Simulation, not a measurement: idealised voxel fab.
process module | voxel wiring stack
cross-section cut | 280 nm wide | cells 5 nm
A cross-section is a grid of square cells, given in bands from the top down. A band is one or more rows of cells.
Each band's line starts with the height of the band's top and of its bottom, in nm. Then come its materials from left to right, each with its width in nm. One material with "throughout" fills the band from edge to edge. "air" is empty space.
Height 0 is the level under which the wafer as received is all one material. The lowest band goes on downwards, as in "0 down".
A width such as "30 to 40" changes by the same amount from each row of cells to the next, from the band's top row to its bottom row.
"no change" after a step means that no cell of the cross-section changed.
closed voids: empty space of 8 cells or more with no open way to the top, each as width x height at its distance from the left edge, in nm
after a step's settings: what the simulator itself notes on the step
overlay nm, on a step with a mask: how far to the right of its planned place the mask lay; to the left if negative
plan
1 op RECEIVE | material Si
2 op CONFORMAL_DEP | material SiO2 | thk nm 10
3 op CONFORMAL_DEP | material SiCN | thk nm 5
4 op DIRECTIONAL_DEP | material lowk | thk nm 25
5 op DIRECTIONAL_DEP | material aC | thk nm 10
6 op PATTERN | tone open | mask id METAL_1 | material resist | width nm 30 | pitch nm 45 | thk nm 30 | overlay nm 0
7 op DIRECTIONAL_ETCH | etch materials aC | depth nm 10
8 op STRIP | etch materials resist
9 op DIRECTIONAL_ETCH | etch materials lowk | depth nm 25
10 op DIRECTIONAL_ETCH | etch materials SiCN | depth nm 5
11 op STRIP | etch materials aC
12 op CONFORMAL_DEP | material TiN | thk nm 5
13 op FILL_DEP | material W | thk nm 5
14 op CMP | height nm 40
15 op CONFORMAL_DEP | material SiCN | thk nm 5
16 op DIRECTIONAL_DEP | material SiO2 | thk nm 25
17 op DIRECTIONAL_DEP | material aC | thk nm 15
18 op PATTERN | tone open | mask id METAL_2_HOLES | material resist | width nm 15 | thk nm 30 | overlay nm 0
19 op DIRECTIONAL_ETCH | etch materials aC | depth nm 15
20 op STRIP | etch materials resist
21 op DIRECTIONAL_ETCH | etch materials SiO2 | depth nm 25
22 op STRIP | etch materials aC
23 op PATTERN | tone open | mask id METAL_2 | material resist | width nm 30 | pitch nm 45 | thk nm 20 | overlay nm 0
24 op DIRECTIONAL_ETCH | etch materials SiO2 | depth nm 15
25 op DIRECTIONAL_ETCH | etch materials SiCN | depth nm 5
26 op STRIP | etch materials resist
27 op CONFORMAL_DEP | material TiN | thk nm 5
28 op FILL_DEP | material Cu | thk nm 10
29 op CMP | height nm 70
30 op CONFORMAL_DEP | material SiCN | thk nm 5
31 op DIRECTIONAL_DEP | material SiO2 | thk nm 15
32 op MASKED_ETCH | tone open | mask id PLUG_2 | width nm 15 | pitch nm 45 | etch materials SiO2 | depth nm 15 | overlay nm 0
33 op MASKED_ETCH | tone open | mask id PLUG_2 | width nm 15 | pitch nm 45 | etch materials SiCN | depth nm 5 | overlay nm 0
34 op EPI | material Ru | thk nm 10
35 op EPI | material Ru | thk nm 10
36 op DIRECTIONAL_DEP | material TiN | thk nm 5
37 op DIRECTIONAL_DEP | material W | thk nm 20
38 op PATTERN | tone cover | mask id METAL_3 | material resist | width nm 30 | pitch nm 45 | thk nm 15 | overlay nm 0
39 op DIRECTIONAL_ETCH | etch materials W | depth nm 20
40 op DIRECTIONAL_ETCH | etch materials TiN | depth nm 5
41 op STRIP | etch materials resist
42 op CONFORMAL_DEP | material SiCN | thk nm 5
43 op FILL_DEP | material SiO2 | thk nm 5
44 op CMP | height nm 115
45 op CONFORMAL_DEP | material SiCN | thk nm 5
46 op DIRECTIONAL_DEP | material SiO2 | thk nm 10
47 op DIRECTIONAL_DEP | material aC | thk nm 15
48 op PATTERN | tone open | mask id PLUG_3 | material resist | width nm 15 | thk nm 35 | overlay nm 0
49 op DIRECTIONAL_ETCH | etch materials aC | depth nm 15
50 op STRIP | etch materials resist
51 op DIRECTIONAL_ETCH | etch materials SiO2 | depth nm 10
52 op DIRECTIONAL_ETCH | etch materials SiCN | depth nm 5
53 op STRIP | etch materials aC
54 op CONFORMAL_DEP | material TiN | thk nm 5
55 op FILL_DEP | material Ru | thk nm 10
56 op CMP | height nm 130
57 op CONFORMAL_DEP | material SiN | thk nm 5
58 op DIRECTIONAL_DEP | material SiO2 | thk nm 25
59 op DIRECTIONAL_DEP | material aC | thk nm 10
60 op PATTERN | tone open | mask id METAL_4 | material resist | width nm 30 | pitch nm 45 | thk nm 25 | overlay nm 0
61 op DIRECTIONAL_ETCH | etch materials aC | depth nm 10
62 op STRIP | etch materials resist
63 op DIRECTIONAL_ETCH | etch materials SiO2 | depth nm 25
64 op DIRECTIONAL_ETCH | etch materials SiN | depth nm 5
65 op STRIP | etch materials aC
66 op CONFORMAL_DEP | material TiN | thk nm 5
67 op FILL_DEP | material Cu | thk nm 5
68 op CMP | height nm 160
69 op CONFORMAL_DEP | material SiN | thk nm 5
first wafer, as planned
as received, after step 1
  0 down: Si throughout
  closed voids: none
after step 2
  10 to 0: SiO2 throughout
  below 0: unchanged
after step 3
  15 to 10: SiCN throughout
  below 10: unchanged
after step 4
  40 to 15: lowk throughout
  below 15: unchanged
after step 5
  50 to 40: aC throughout
  below 40: unchanged
after step 6
  80 to 50: resist 100 | air 30 | resist 15 | air 30 | resist 105
  below 50: unchanged
after step 7
  70 to 50: resist 100 | air 30 | resist 15 | air 30 | resist 105
  50 to 40: aC 100 | air 30 | aC 15 | air 30 | aC 105
  below 40: unchanged
after step 8
  50 to 40: aC 100 | air 30 | aC 15 | air 30 | aC 105
  below 40: unchanged
after step 9
  50 to 40: aC 100 | air 30 | aC 15 | air 30 | aC 105
  40 to 15: lowk 100 | air 30 | lowk 15 | air 30 | lowk 105
  below 15: unchanged
after step 10
  50 to 40: aC 100 | air 30 | aC 15 | air 30 | aC 105
  40 to 15: lowk 100 | air 30 | lowk 15 | air 30 | lowk 105
  15 to 10: SiCN 100 | air 30 | SiCN 15 | air 30 | SiCN 105
  below 10: unchanged
after step 11
  40 to 15: lowk 100 | air 30 | lowk 15 | air 30 | lowk 105
  below 15: unchanged
after step 12
  45 to 40: TiN 105 | air 20 | TiN 25 | air 20 | TiN 110
  40 to 15: lowk 100 | TiN 5 | air 20 | TiN 5 | lowk 15 | TiN 5 | air 20 | TiN 5 | lowk 105
  15 to 10: SiCN 100 | TiN 30 | SiCN 15 | TiN 30 | SiCN 105
  below 10: unchanged
after step 13
  50 to 45: W throughout
  45 to 40: TiN 105 | W 20 | TiN 25 | W 20 | TiN 110
  40 to 15: lowk 100 | TiN 5 | W 20 | TiN 5 | lowk 15 | TiN 5 | W 20 | TiN 5 | lowk 105
  below 15: unchanged
after step 14
  40 to 15: lowk 100 | TiN 5 | W 20 | TiN 5 | lowk 15 | TiN 5 | W 20 | TiN 5 | lowk 105
  below 15: unchanged
after step 15
  45 to 40: SiCN throughout
  below 40: unchanged
after step 16
  70 to 45: SiO2 throughout
  below 45: unchanged
after step 17
  85 to 70: aC throughout
  below 70: unchanged
after step 18
  115 to 85: resist 100 | air 15 | resist 165
  below 85: unchanged
after step 19
  100 to 85: resist 100 | air 15 | resist 165
  85 to 70: aC 100 | air 15 | aC 165
  below 70: unchanged
after step 20
  85 to 70: aC 100 | air 15 | aC 165
  below 70: unchanged
after step 21
  85 to 70: aC 100 | air 15 | aC 165
  70 to 45: SiO2 100 | air 15 | SiO2 165
  below 45: unchanged
after step 22
  70 to 45: SiO2 100 | air 15 | SiO2 165
  below 45: unchanged
after step 23
  90 to 70: resist 100 | air 30 | resist 15 | air 30 | resist 105
  below 70: unchanged
after step 24
  90 to 70: resist 100 | air 30 | resist 15 | air 30 | resist 105
  70 to 55: SiO2 100 | air 30 | SiO2 15 | air 30 | SiO2 105
  below 55: unchanged
after step 25
  90 to 70: resist 100 | air 30 | resist 15 | air 30 | resist 105
  70 to 55: SiO2 100 | air 30 | SiO2 15 | air 30 | SiO2 105
  55 to 45: SiO2 100 | air 15 | SiO2 165
  45 to 40: SiCN 100 | air 15 | SiCN 165
  below 40: unchanged
after step 26
  70 to 55: SiO2 100 | air 30 | SiO2 15 | air 30 | SiO2 105
  below 55: unchanged
after step 27
  75 to 70: TiN 105 | air 20 | TiN 25 | air 20 | TiN 110
  70 to 60: SiO2 100 | TiN 5 | air 20 | TiN 5 | SiO2 15 | TiN 5 | air 20 | TiN 5 | SiO2 105
  60 to 55: SiO2 100 | TiN 5 | air 5 | TiN 20 | SiO2 15 | TiN 30 | SiO2 105
  55 to 45: SiO2 100 | TiN 5 | air 5 | TiN 5 | SiO2 165
  45 to 40: SiCN 100 | TiN 15 | SiCN 165
  below 40: unchanged
after step 28
  85 to 75: Cu throughout
  75 to 70: TiN 105 | Cu 20 | TiN 25 | Cu 20 | TiN 110
  70 to 60: SiO2 100 | TiN 5 | Cu 20 | TiN 5 | SiO2 15 | TiN 5 | Cu 20 | TiN 5 | SiO2 105
  60 to 55: SiO2 100 | TiN 5 | Cu 5 | TiN 20 | SiO2 15 | TiN 30 | SiO2 105
  55 to 45: SiO2 100 | TiN 5 | Cu 5 | TiN 5 | SiO2 165
  below 45: unchanged
after step 29
  70 to 60: SiO2 100 | TiN 5 | Cu 20 | TiN 5 | SiO2 15 | TiN 5 | Cu 20 | TiN 5 | SiO2 105
  below 60: unchanged
after step 30
  75 to 70: SiCN throughout
  below 70: unchanged
after step 31
  90 to 75: SiO2 throughout
  below 75: unchanged
after step 32
  90 to 75: SiO2 100 | air 15 | SiO2 30 | air 15 | SiO2 120
  below 75: unchanged
after step 33
  90 to 75: SiO2 100 | air 15 | SiO2 30 | air 15 | SiO2 120
  75 to 70: SiCN 100 | air 15 | SiCN 30 | air 15 | SiCN 120
  below 70: unchanged
after step 34
  90 to 80: SiO2 100 | air 15 | SiO2 30 | air 15 | SiO2 120
  80 to 75: SiO2 100 | Ru 15 | SiO2 30 | Ru 15 | SiO2 120
  75 to 70: SiCN 100 | Ru 15 | SiCN 30 | Ru 15 | SiCN 120
  below 70: unchanged
after step 35
  90 to 75: SiO2 100 | Ru 15 | SiO2 30 | Ru 15 | SiO2 120
  below 75: unchanged
after step 36
  95 to 90: TiN throughout
  below 90: unchanged
after step 37
  115 to 95: W throughout
  below 95: unchanged
after step 38
  130 to 115: air 100 | resist 30 | air 15 | resist 30 | air 105
  below 115: unchanged
after step 39
  130 to 115: air 100 | resist 30 | air 15 | resist 30 | air 105
  115 to 95: air 100 | W 30 | air 15 | W 30 | air 105
  below 95: unchanged
after step 40
  130 to 115: air 100 | resist 30 | air 15 | resist 30 | air 105
  115 to 95: air 100 | W 30 | air 15 | W 30 | air 105
  95 to 90: air 100 | TiN 30 | air 15 | TiN 30 | air 105
  below 90: unchanged
after step 41
  115 to 95: air 100 | W 30 | air 15 | W 30 | air 105
  below 95: unchanged
after step 42
  120 to 115: air 95 | SiCN 40 | air 5 | SiCN 40 | air 100
  115 to 95: air 95 | SiCN 5 | W 30 | SiCN 5 | air 5 | SiCN 5 | W 30 | SiCN 5 | air 100
  95 to 90: SiCN 100 | TiN 30 | SiCN 15 | TiN 30 | SiCN 105
  below 90: unchanged
after step 43
  125 to 120: SiO2 throughout
  120 to 115: SiO2 95 | SiCN 40 | SiO2 5 | SiCN 40 | SiO2 100
  115 to 95: SiO2 95 | SiCN 5 | W 30 | SiCN 5 | SiO2 5 | SiCN 5 | W 30 | SiCN 5 | SiO2 100
  below 95: unchanged
after step 44
  115 to 95: SiO2 95 | SiCN 5 | W 30 | SiCN 5 | SiO2 5 | SiCN 5 | W 30 | SiCN 5 | SiO2 100
  below 95: unchanged
after step 45
  120 to 115: SiCN throughout
  below 115: unchanged
after step 46
  130 to 120: SiO2 throughout
  below 120: unchanged
after step 47
  145 to 130: aC throughout
  below 130: unchanged
after step 48
  180 to 145: resist 100 | air 15 | resist 165
  below 145: unchanged
after step 49
  165 to 145: resist 100 | air 15 | resist 165
  145 to 130: aC 100 | air 15 | aC 165
  below 130: unchanged
after step 50
  145 to 130: aC 100 | air 15 | aC 165
  below 130: unchanged
after step 51
  145 to 130: aC 100 | air 15 | aC 165
  130 to 120: SiO2 100 | air 15 | SiO2 165
  below 120: unchanged
after step 52
  145 to 130: aC 100 | air 15 | aC 165
  130 to 120: SiO2 100 | air 15 | SiO2 165
  120 to 115: SiCN 100 | air 15 | SiCN 165
  below 115: unchanged
after step 53
  130 to 120: SiO2 100 | air 15 | SiO2 165
  below 120: unchanged
after step 54
  135 to 130: TiN 105 | air 5 | TiN 170
  130 to 120: SiO2 100 | TiN 5 | air 5 | TiN 5 | SiO2 165
  120 to 115: SiCN 100 | TiN 15 | SiCN 165
  below 115: unchanged
after step 55
  145 to 135: Ru throughout
  135 to 130: TiN 105 | Ru 5 | TiN 170
  130 to 120: SiO2 100 | TiN 5 | Ru 5 | TiN 5 | SiO2 165
  below 120: unchanged
after step 56
  130 to 120: SiO2 100 | TiN 5 | Ru 5 | TiN 5 | SiO2 165
  below 120: unchanged
after step 57
  135 to 130: SiN throughout
  below 130: unchanged
after step 58
  160 to 135: SiO2 throughout
  below 135: unchanged
after step 59
  170 to 160: aC throughout
  below 160: unchanged
after step 60
  195 to 170: resist 100 | air 30 | resist 15 | air 30 | resist 105
  below 170: unchanged
after step 61
  185 to 170: resist 100 | air 30 | resist 15 | air 30 | resist 105
  170 to 160: aC 100 | air 30 | aC 15 | air 30 | aC 105
  below 160: unchanged
after step 62
  170 to 160: aC 100 | air 30 | aC 15 | air 30 | aC 105
  below 160: unchanged
after step 63
  170 to 160: aC 100 | air 30 | aC 15 | air 30 | aC 105
  160 to 135: SiO2 100 | air 30 | SiO2 15 | air 30 | SiO2 105
  below 135: unchanged
after step 64
  170 to 160: aC 100 | air 30 | aC 15 | air 30 | aC 105
  160 to 135: SiO2 100 | air 30 | SiO2 15 | air 30 | SiO2 105
  135 to 130: SiN 100 | air 30 | SiN 15 | air 30 | SiN 105
  below 130: unchanged
after step 65
  160 to 135: SiO2 100 | air 30 | SiO2 15 | air 30 | SiO2 105
  below 135: unchanged
after step 66
  165 to 160: TiN 105 | air 20 | TiN 25 | air 20 | TiN 110
  160 to 135: SiO2 100 | TiN 5 | air 20 | TiN 5 | SiO2 15 | TiN 5 | air 20 | TiN 5 | SiO2 105
  135 to 130: SiN 100 | TiN 30 | SiN 15 | TiN 30 | SiN 105
  below 130: unchanged
after step 67
  170 to 165: Cu throughout
  165 to 160: TiN 105 | Cu 20 | TiN 25 | Cu 20 | TiN 110
  160 to 135: SiO2 100 | TiN 5 | Cu 20 | TiN 5 | SiO2 15 | TiN 5 | Cu 20 | TiN 5 | SiO2 105
  below 135: unchanged
after step 68
  160 to 135: SiO2 100 | TiN 5 | Cu 20 | TiN 5 | SiO2 15 | TiN 5 | Cu 20 | TiN 5 | SiO2 105
  below 135: unchanged
after step 69
  165 to 160: SiN throughout
  below 160: unchanged
second wafer: like start, like plan, one mistake. Through step 1 it matches the first wafer
when step 2 should have ended
  5 to 0: SiCN throughout
  below 0: unchanged
when step 3 should have ended
  15 to 5: SiO2 throughout
  below 5: unchanged
when step 4 should have ended
  40 to 15: lowk throughout
  below 15: unchanged
when step 5 should have ended
  50 to 40: aC throughout
  below 40: unchanged
when step 6 should have ended
  80 to 50: resist 100 | air 30 | resist 15 | air 30 | resist 105
  below 50: unchanged
when step 7 should have ended
  70 to 50: resist 100 | air 30 | resist 15 | air 30 | resist 105
  50 to 40: aC 100 | air 30 | aC 15 | air 30 | aC 105
  below 40: unchanged
when step 8 should have ended
  50 to 40: aC 100 | air 30 | aC 15 | air 30 | aC 105
  below 40: unchanged
when step 9 should have ended
  50 to 40: aC 100 | air 30 | aC 15 | air 30 | aC 105
  40 to 15: lowk 100 | air 30 | lowk 15 | air 30 | lowk 105
  below 15: unchanged
when step 10 should have ended: no change
when step 11 should have ended
  40 to 15: lowk 100 | air 30 | lowk 15 | air 30 | lowk 105
  below 15: unchanged
when step 12 should have ended
  45 to 40: TiN 105 | air 20 | TiN 25 | air 20 | TiN 110
  40 to 20: lowk 100 | TiN 5 | air 20 | TiN 5 | lowk 15 | TiN 5 | air 20 | TiN 5 | lowk 105
  20 to 15: lowk 100 | TiN 30 | lowk 15 | TiN 30 | lowk 105
  below 15: unchanged
when step 13 should have ended
  50 to 45: W throughout
  45 to 40: TiN 105 | W 20 | TiN 25 | W 20 | TiN 110
  40 to 20: lowk 100 | TiN 5 | W 20 | TiN 5 | lowk 15 | TiN 5 | W 20 | TiN 5 | lowk 105
  below 20: unchanged
when step 14 should have ended
  40 to 20: lowk 100 | TiN 5 | W 20 | TiN 5 | lowk 15 | TiN 5 | W 20 | TiN 5 | lowk 105
  below 20: unchanged
when step 15 should have ended
  45 to 40: SiCN throughout
  below 40: unchanged
when step 16 should have ended
  70 to 45: SiO2 throughout
  below 45: unchanged
when step 17 should have ended
  85 to 70: aC throughout
  below 70: unchanged
when step 18 should have ended
  115 to 85: resist 100 | air 15 | resist 165
  below 85: unchanged
when step 19 should have ended
  100 to 85: resist 100 | air 15 | resist 165
  85 to 70: aC 100 | air 15 | aC 165
  below 70: unchanged
when step 20 should have ended
  85 to 70: aC 100 | air 15 | aC 165
  below 70: unchanged
when step 21 should have ended
  85 to 70: aC 100 | air 15 | aC 165
  70 to 45: SiO2 100 | air 15 | SiO2 165
  below 45: unchanged
when step 22 should have ended
  70 to 45: SiO2 100 | air 15 | SiO2 165
  below 45: unchanged
when step 23 should have ended
  90 to 70: resist 100 | air 30 | resist 15 | air 30 | resist 105
  below 70: unchanged
when step 24 should have ended
  90 to 70: resist 100 | air 30 | resist 15 | air 30 | resist 105
  70 to 55: SiO2 100 | air 30 | SiO2 15 | air 30 | SiO2 105
  below 55: unchanged
when step 25 should have ended
  90 to 70: resist 100 | air 30 | resist 15 | air 30 | resist 105
  70 to 55: SiO2 100 | air 30 | SiO2 15 | air 30 | SiO2 105
  55 to 45: SiO2 100 | air 15 | SiO2 165
  45 to 40: SiCN 100 | air 15 | SiCN 165
  below 40: unchanged
when step 26 should have ended
  70 to 55: SiO2 100 | air 30 | SiO2 15 | air 30 | SiO2 105
  below 55: unchanged
when step 27 should have ended
  75 to 70: TiN 105 | air 20 | TiN 25 | air 20 | TiN 110
  70 to 60: SiO2 100 | TiN 5 | air 20 | TiN 5 | SiO2 15 | TiN 5 | air 20 | TiN 5 | SiO2 105
  60 to 55: SiO2 100 | TiN 5 | air 5 | TiN 20 | SiO2 15 | TiN 30 | SiO2 105
  55 to 45: SiO2 100 | TiN 5 | air 5 | TiN 5 | SiO2 165
  45 to 40: SiCN 100 | TiN 15 | SiCN 165
  below 40: unchanged
when step 28 should have ended
  85 to 75: Cu throughout
  75 to 70: TiN 105 | Cu 20 | TiN 25 | Cu 20 | TiN 110
  70 to 60: SiO2 100 | TiN 5 | Cu 20 | TiN 5 | SiO2 15 | TiN 5 | Cu 20 | TiN 5 | SiO2 105
  60 to 55: SiO2 100 | TiN 5 | Cu 5 | TiN 20 | SiO2 15 | TiN 30 | SiO2 105
  55 to 45: SiO2 100 | TiN 5 | Cu 5 | TiN 5 | SiO2 165
  below 45: unchanged
when step 29 should have ended
  70 to 60: SiO2 100 | TiN 5 | Cu 20 | TiN 5 | SiO2 15 | TiN 5 | Cu 20 | TiN 5 | SiO2 105
  below 60: unchanged
when step 30 should have ended
  75 to 70: SiCN throughout
  below 70: unchanged
when step 31 should have ended
  90 to 75: SiO2 throughout
  below 75: unchanged
when step 32 should have ended
  90 to 75: SiO2 100 | air 15 | SiO2 30 | air 15 | SiO2 120
  below 75: unchanged
when step 33 should have ended
  90 to 75: SiO2 100 | air 15 | SiO2 30 | air 15 | SiO2 120
  75 to 70: SiCN 100 | air 15 | SiCN 30 | air 15 | SiCN 120
  below 70: unchanged
when step 34 should have ended
  90 to 80: SiO2 100 | air 15 | SiO2 30 | air 15 | SiO2 120
  80 to 75: SiO2 100 | Ru 15 | SiO2 30 | Ru 15 | SiO2 120
  75 to 70: SiCN 100 | Ru 15 | SiCN 30 | Ru 15 | SiCN 120
  below 70: unchanged
when step 35 should have ended
  90 to 75: SiO2 100 | Ru 15 | SiO2 30 | Ru 15 | SiO2 120
  below 75: unchanged
when step 36 should have ended
  95 to 90: TiN throughout
  below 90: unchanged
when step 37 should have ended
  115 to 95: W throughout
  below 95: unchanged
when step 38 should have ended
  130 to 115: air 100 | resist 30 | air 15 | resist 30 | air 105
  below 115: unchanged
when step 39 should have ended
  130 to 115: air 100 | resist 30 | air 15 | resist 30 | air 105
  115 to 95: air 100 | W 30 | air 15 | W 30 | air 105
  below 95: unchanged
when step 40 should have ended
  130 to 115: air 100 | resist 30 | air 15 | resist 30 | air 105
  115 to 95: air 100 | W 30 | air 15 | W 30 | air 105
  95 to 90: air 100 | TiN 30 | air 15 | TiN 30 | air 105
  below 90: unchanged
when step 41 should have ended
  115 to 95: air 100 | W 30 | air 15 | W 30 | air 105
  below 95: unchanged
when step 42 should have ended
  120 to 115: air 95 | SiCN 40 | air 5 | SiCN 40 | air 100
  115 to 95: air 95 | SiCN 5 | W 30 | SiCN 5 | air 5 | SiCN 5 | W 30 | SiCN 5 | air 100
  95 to 90: SiCN 100 | TiN 30 | SiCN 15 | TiN 30 | SiCN 105
  below 90: unchanged
when step 43 should have ended
  125 to 120: SiO2 throughout
  120 to 115: SiO2 95 | SiCN 40 | SiO2 5 | SiCN 40 | SiO2 100
  115 to 95: SiO2 95 | SiCN 5 | W 30 | SiCN 5 | SiO2 5 | SiCN 5 | W 30 | SiCN 5 | SiO2 100
  below 95: unchanged
when step 44 should have ended
  115 to 95: SiO2 95 | SiCN 5 | W 30 | SiCN 5 | SiO2 5 | SiCN 5 | W 30 | SiCN 5 | SiO2 100
  below 95: unchanged
when step 45 should have ended
  120 to 115: SiCN throughout
  below 115: unchanged
when step 46 should have ended
  130 to 120: SiO2 throughout
  below 120: unchanged
when step 47 should have ended
  145 to 130: aC throughout
  below 130: unchanged
when step 48 should have ended
  180 to 145: resist 100 | air 15 | resist 165
  below 145: unchanged
when step 49 should have ended
  165 to 145: resist 100 | air 15 | resist 165
  145 to 130: aC 100 | air 15 | aC 165
  below 130: unchanged
when step 50 should have ended
  145 to 130: aC 100 | air 15 | aC 165
  below 130: unchanged
when step 51 should have ended
  145 to 130: aC 100 | air 15 | aC 165
  130 to 120: SiO2 100 | air 15 | SiO2 165
  below 120: unchanged
when step 52 should have ended
  145 to 130: aC 100 | air 15 | aC 165
  130 to 120: SiO2 100 | air 15 | SiO2 165
  120 to 115: SiCN 100 | air 15 | SiCN 165
  below 115: unchanged
when step 53 should have ended
  130 to 120: SiO2 100 | air 15 | SiO2 165
  below 120: unchanged
when step 54 should have ended
  135 to 130: TiN 105 | air 5 | TiN 170
  130 to 120: SiO2 100 | TiN 5 | air 5 | TiN 5 | SiO2 165
  120 to 115: SiCN 100 | TiN 15 | SiCN 165
  below 115: unchanged
when step 55 should have ended
  145 to 135: Ru throughout
  135 to 130: TiN 105 | Ru 5 | TiN 170
  130 to 120: SiO2 100 | TiN 5 | Ru 5 | TiN 5 | SiO2 165
  below 120: unchanged
when step 56 should have ended
  130 to 120: SiO2 100 | TiN 5 | Ru 5 | TiN 5 | SiO2 165
  below 120: unchanged
when step 57 should have ended
  135 to 130: SiN throughout
  below 130: unchanged
when step 58 should have ended
  160 to 135: SiO2 throughout
  below 135: unchanged
when step 59 should have ended
  170 to 160: aC throughout
  below 160: unchanged
when step 60 should have ended
  195 to 170: resist 100 | air 30 | resist 15 | air 30 | resist 105
  below 170: unchanged
when step 61 should have ended
  185 to 170: resist 100 | air 30 | resist 15 | air 30 | resist 105
  170 to 160: aC 100 | air 30 | aC 15 | air 30 | aC 105
  below 160: unchanged
when step 62 should have ended
  170 to 160: aC 100 | air 30 | aC 15 | air 30 | aC 105
  below 160: unchanged
when step 63 should have ended
  170 to 160: aC 100 | air 30 | aC 15 | air 30 | aC 105
  160 to 135: SiO2 100 | air 30 | SiO2 15 | air 30 | SiO2 105
  below 135: unchanged
when step 64 should have ended
  170 to 160: aC 100 | air 30 | aC 15 | air 30 | aC 105
  160 to 135: SiO2 100 | air 30 | SiO2 15 | air 30 | SiO2 105
  135 to 130: SiN 100 | air 30 | SiN 15 | air 30 | SiN 105
  below 130: unchanged
when step 65 should have ended
  160 to 135: SiO2 100 | air 30 | SiO2 15 | air 30 | SiO2 105
  below 135: unchanged
when step 66 should have ended
  165 to 160: TiN 105 | air 20 | TiN 25 | air 20 | TiN 110
  160 to 135: SiO2 100 | TiN 5 | air 20 | TiN 5 | SiO2 15 | TiN 5 | air 20 | TiN 5 | SiO2 105
  135 to 130: SiN 100 | TiN 30 | SiN 15 | TiN 30 | SiN 105
  below 130: unchanged
when step 67 should have ended
  170 to 165: Cu throughout
  165 to 160: TiN 105 | Cu 20 | TiN 25 | Cu 20 | TiN 110
  160 to 135: SiO2 100 | TiN 5 | Cu 20 | TiN 5 | SiO2 15 | TiN 5 | Cu 20 | TiN 5 | SiO2 105
  below 135: unchanged
when step 68 should have ended
  160 to 135: SiO2 100 | TiN 5 | Cu 20 | TiN 5 | SiO2 15 | TiN 5 | Cu 20 | TiN 5 | SiO2 105
  below 135: unchanged
when step 69 should have ended
  165 to 160: SiN throughout
  below 160: unchanged
what went wrong: steps 2 and 3 were swapped
at the end the second wafer has, in cells: 12 more of SiCN | 4 fewer of TiN | 8 fewer of W
